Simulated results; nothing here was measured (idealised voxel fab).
Process module under the name voxel plated lines
The width of the displayed cross-section, cut, is 240 nm; its cells are square, with a size of 5 nm.
Bands, listed from the top down, are how a cross-section gets written in this document; the cross-section itself is a grid of square cells, and a band is one or more rows of them.
Within each band entry, the heights of the top and of the bottom of the band appear first, in that order and in nm; the materials of the band then follow from left to right, each with its corresponding width in nm. The designation "all across" on a single material indicates that it fills the band from edge to edge; the designation "blank" indicates empty space.
Measure heights from 0. That's the level where, below it, the as-received wafer is all one material. The lowest band is bottomless and extends downward; write it as in "top 0, no bottom".
It should be noted that a width expressed as "30..40" varies in equal increments from row to row of cells within the band, taking the value of the first number at the top row and that of the second number at the bottom row.
"nothing got changed" -> step changed no cross-section cell.
Entry "Enclosed voids". Content: empty spaces with no open connection to the top, size 8 cells or greater. Each: width x height at distance. Distance: from left edge. Unit: nm.
It should be noted that, on the line of a given step, the content following the step's settings is a remark produced by the simulator itself with respect to that step.
overlay nm: for a step with a mask, the amount by which the mask lay right of where it was planned; a negative amount means left of it.

**These are the steps we planned for the process**
- 1: RECEIVE,material Si
- 2: CONFORMAL_DEP,material SiO2,thk nm 5
- 3: DIRECTIONAL_DEP,material TiN,thk nm 5
- 4: PATTERN,tone open,mask id LINES,material resist,width nm 20,pitch nm 50,thk nm 15,overlay nm 0
- 5: EPI,material Ru,thk nm 5
- 6: STRIP,etch materials resist
- 7: DIRECTIONAL_ETCH,etch materials TiN,depth nm 5
- 8: CONFORMAL_DEP,material SiN,thk nm 5

**The cross-section here shows the wafer as received, i.e. in its state after step 1**
	top 0, no bottom  Si all across
	Enclosed voids: none

**The plan above was carried out on the starting structure above with one mistake, and this cross-section shows the wafer at the end of the module**
	top 20, bottom 15  40 SiN  10 blank  40 SiN  10 blank  40 SiN  10 blank  40 SiN  10 blank  40 SiN
	top 15, bottom 10  35 Ru  5 SiN  10 blank  5 SiN  30 Ru  5 SiN  10 blank  5 SiN  30 Ru  5 SiN  10 blank  5 SiN  30 Ru  5 SiN  10 blank  5 SiN  35 Ru
	top 10, bottom 5  35 TiN  20 SiN  30 TiN  20 SiN  30 TiN  20 SiN  30 TiN  20 SiN  35 TiN
	top 5, bottom 0  SiO2 all across
	top 0, no bottom  Si all across
	Enclosed voids: none
Here's what went sideways: not per plan at step 4, really ran PATTERN,tone cover,mask id LINES,material resist,width nm 20,pitch nm 50,thk nm 15,overlay nm 0
